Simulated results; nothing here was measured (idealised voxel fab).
Herein follows the process module entitled voxel self aligned contacts.
Pictured: cross-section cut, 250 nm wide, on a grid of 5 nm square cells.
For the purposes of this document, a cross-section shall be understood as a grid of square cells, specified as bands listed in top-to-bottom order, each band consisting of one or more rows of cells.
Band entry format. Leading values: height of top, height of bottom, nm. Remainder: materials in left-to-right order, each with its width in nm. Special words: "full width" on a single material, which then fills the band edge to edge; "air", empty space.
Heights are expressed relative to 0, this being the level below which the as-received wafer comprises one material exclusively. The lowest band is unbounded in the downward direction and is denoted as in "z 0 and below".
Quick explanation for "30..40": the width changes in equal steps down the rows of cells, from the first number in the band's top row to the second number in its bottom row.
What does "all unchanged" mean for a step? It means no cell of the cross-section changed in that step.
"Unvented cavities" enumerates empty spaces isolated from the top, with no open way to it, that contain at least 8 cells, giving each as width x height at distance from the left edge, all three in nm.
Past the settings on a step's line: simulator remark, on that step.
When a step includes a mask, the "overlay nm" setting on its line states how far to the right of its planned place that mask lay, and negative values state how far to the left.

Intended process steps:
- 1: RECEIVE,material Si
- 2: CONFORMAL_DEP,material SiO2,thk nm 5
- 3: DIRECTIONAL_DEP,material polySi,thk nm 25
- 4: DIRECTIONAL_DEP,material SiN,thk nm 20
- 5: DIRECTIONAL_DEP,material aC,thk nm 10
- 6: PATTERN,tone cover,mask id GATE,material resist,width nm 35,pitch nm 70,thk nm 30,overlay nm 0
- 7: DIRECTIONAL_ETCH,etch materials aC,depth nm 10
- 8: STRIP,etch materials resist
- 9: DIRECTIONAL_ETCH,etch materials SiN,depth nm 20
- 10: DIRECTIONAL_ETCH,etch materials polySi,depth nm 25
- 11: STRIP,etch materials aC
- 12: CONFORMAL_DEP,material SiN,thk nm 5
- 13: DIRECTIONAL_ETCH,etch materials SiN,depth nm 5
- 14: FILL_DEP,material SiO2,thk nm 15
- 15: CMP,height nm 60
- 16: DIRECTIONAL_DEP,material aC,thk nm 10
- 17: PATTERN,tone open,mask id CONTACT,material resist,width nm 55,pitch nm 70,thk nm 25,overlay nm 0
- 18: DIRECTIONAL_ETCH,etch materials aC,depth nm 10
- 19: STRIP,etch materials resist
- 20: DIRECTIONAL_ETCH,etch materials SiO2,depth nm 60
- 21: STRIP,etch materials aC
- 22: CONFORMAL_DEP,material TiN,thk nm 5
- 23: FILL_DEP,material Ru,thk nm 10
- 24: CMP,height nm 60
- 25: CONFORMAL_DEP,material SiN,thk nm 5

As-received state of the wafer in cross-section, equivalent to post-step 1:
	z 0 and below  Si full width
	Unvented cavities: none

First wafer at the end, as planned:
	z 65 to 60  SiN full width
	z 60 to 50  60 of SiO2 / 5..20 of TiN / 45..15 of Ru / 5..20 of TiN / 15 of SiO2 / 5..20 of TiN / 45..15 of Ru / 5..20 of TiN / 65 of SiO2
	z 50 to 30  30 of SiO2 / 45 of SiN / 5 of TiN / 15 of Ru / 5 of TiN / 45 of SiN / 5 of TiN / 15 of Ru / 5 of TiN / 45 of SiN / 35 of SiO2
	z 30 to 5  30 of SiO2 / 5 of SiN / 35 of polySi / 5 of SiN / 5 of TiN / 15 of Ru / 5 of TiN / 5 of SiN / 35 of polySi / 5 of SiN / 5 of TiN / 15 of Ru / 5 of TiN / 5 of SiN / 35 of polySi / 5 of SiN / 35 of SiO2
	z 5 to 0  75 of SiO2 / 25 of TiN / 45 of SiO2 / 25 of TiN / 80 of SiO2
	z 0 and below  Si full width
	Unvented cavities: none

Cross-sectional view of the second of two wafers upon completion of the module. This wafer shared its starting condition and process plan with the first; one error was made during its execution:
	z 65 to 60  SiN full width
	z 60 to 50  60 of SiO2 / 5 of TiN / 45 of Ru / 5 of TiN / 15 of SiO2 / 5 of TiN / 45 of Ru / 5 of TiN / 65 of SiO2
	z 50 to 45  60 of SiO2 / 15 of TiN / 25 of Ru / 15 of TiN / 15 of SiO2 / 15 of TiN / 25 of Ru / 15 of TiN / 65 of SiO2
	z 45 to 30  35 of SiO2 / 35 of SiN / 5 of TiN / 25 of Ru / 5 of TiN / 35 of SiN / 5 of TiN / 25 of Ru / 5 of TiN / 35 of SiN / 40 of SiO2
	z 30 to 5  35 of SiO2 / 35 of polySi / 5 of TiN / 25 of Ru / 5 of TiN / 35 of polySi / 5 of TiN / 25 of Ru / 5 of TiN / 35 of polySi / 40 of SiO2
	z 5 to 0  70 of SiO2 / 35 of TiN / 35 of SiO2 / 35 of TiN / 75 of SiO2
	z 0 and below  Si full width
	Unvented cavities: none
The plan and the run diverged here: heads up, step 12 of the plan was skipped and never actually ran
Count the cells at the end and the second wafer has more or fewer of some materials than the first: Ru: 48 more, SiN: 75 fewer, SiO2: 27 more
